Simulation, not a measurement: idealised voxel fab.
process module | voxel trench capacitor
cross-section cut | 160 nm wide | cells 5 nm
A cross-section is a grid of square cells, given in bands from the top down. A band is one or more rows of cells.
Each band's line starts with the height of the band's top and of its bottom, in nm. Then come its materials from left to right, each with its width in nm. One material with "throughout" fills the band from edge to edge. "air" is empty space.
Height 0 is the level under which the wafer as received is all one material. The lowest band goes on downwards, as in "0 down".
A width such as "30 to 40" changes by the same amount from each row of cells to the next, from the band's top row to its bottom row.
"no change" after a step means that no cell of the cross-section changed.
closed voids: empty space of 8 cells or more with no open way to the top, each as width x height at its distance from the left edge, in nm
after a step's settings: what the simulator itself notes on the step
overlay nm, on a step with a mask: how far to the right of its planned place the mask lay; to the left if negative
plan
1 op RECEIVE | material Si
2 op CONFORMAL_DEP | material SiN | thk nm 5
3 op PATTERN | tone open | mask id TRENCH | material resist | width nm 30 | pitch nm 50 | thk nm 20 | overlay nm 0
4 op DIRECTIONAL_ETCH | etch materials SiN | depth nm 5
5 op DIRECTIONAL_ETCH | etch materials Si | depth nm 25
6 op STRIP | etch materials resist
7 op CONFORMAL_DEP | material Al2O3 | thk nm 5
8 op CONFORMAL_DEP | material TiN | thk nm 5
9 op FILL_DEP | material W | thk nm 10
10 op CMP | height nm 5
as received, after step 1
  0 down: Si throughout
  closed voids: none
first wafer at the end, as planned
  5 to 0: SiN 15 | Al2O3 5 | TiN 5 | W 10 | TiN 5 | Al2O3 5 | SiN 20 | Al2O3 5 | TiN 5 | W 10 | TiN 5 | Al2O3 5 | SiN 20 | Al2O3 5 | TiN 5 | W 10 | TiN 5 | Al2O3 5 | SiN 15
  0 to -15: Si 15 | Al2O3 5 | TiN 5 | W 10 | TiN 5 | Al2O3 5 | Si 20 | Al2O3 5 | TiN 5 | W 10 | TiN 5 | Al2O3 5 | Si 20 | Al2O3 5 | TiN 5 | W 10 | TiN 5 | Al2O3 5 | Si 15
  -15 to -20: Si 15 | Al2O3 5 | TiN 20 | Al2O3 5 | Si 20 | Al2O3 5 | TiN 20 | Al2O3 5 | Si 20 | Al2O3 5 | TiN 20 | Al2O3 5 | Si 15
  -20 to -25: Si 15 | Al2O3 30 | Si 20 | Al2O3 30 | Si 20 | Al2O3 30 | Si 15
  -25 down: Si throughout
  closed voids: none
second wafer at the end: like start, like plan, one mistake
  5 to 0: SiN 15 | TiN 5 | Al2O3 5 | W 10 | Al2O3 5 | TiN 5 | SiN 20 | TiN 5 | Al2O3 5 | W 10 | Al2O3 5 | TiN 5 | SiN 20 | TiN 5 | Al2O3 5 | W 10 | Al2O3 5 | TiN 5 | SiN 15
  0 to -15: Si 15 | TiN 5 | Al2O3 5 | W 10 | Al2O3 5 | TiN 5 | Si 20 | TiN 5 | Al2O3 5 | W 10 | Al2O3 5 | TiN 5 | Si 20 | TiN 5 | Al2O3 5 | W 10 | Al2O3 5 | TiN 5 | Si 15
  -15 to -20: Si 15 | TiN 5 | Al2O3 20 | TiN 5 | Si 20 | TiN 5 | Al2O3 20 | TiN 5 | Si 20 | TiN 5 | Al2O3 20 | TiN 5 | Si 15
  -20 to -25: Si 15 | TiN 30 | Si 20 | TiN 30 | Si 20 | TiN 30 | Si 15
  -25 down: Si throughout
  closed voids: none
what went wrong: steps 7 and 8 were swapped
at the end the second wafer has, in cells: 12 fewer of Al2O3 | 12 more of TiN
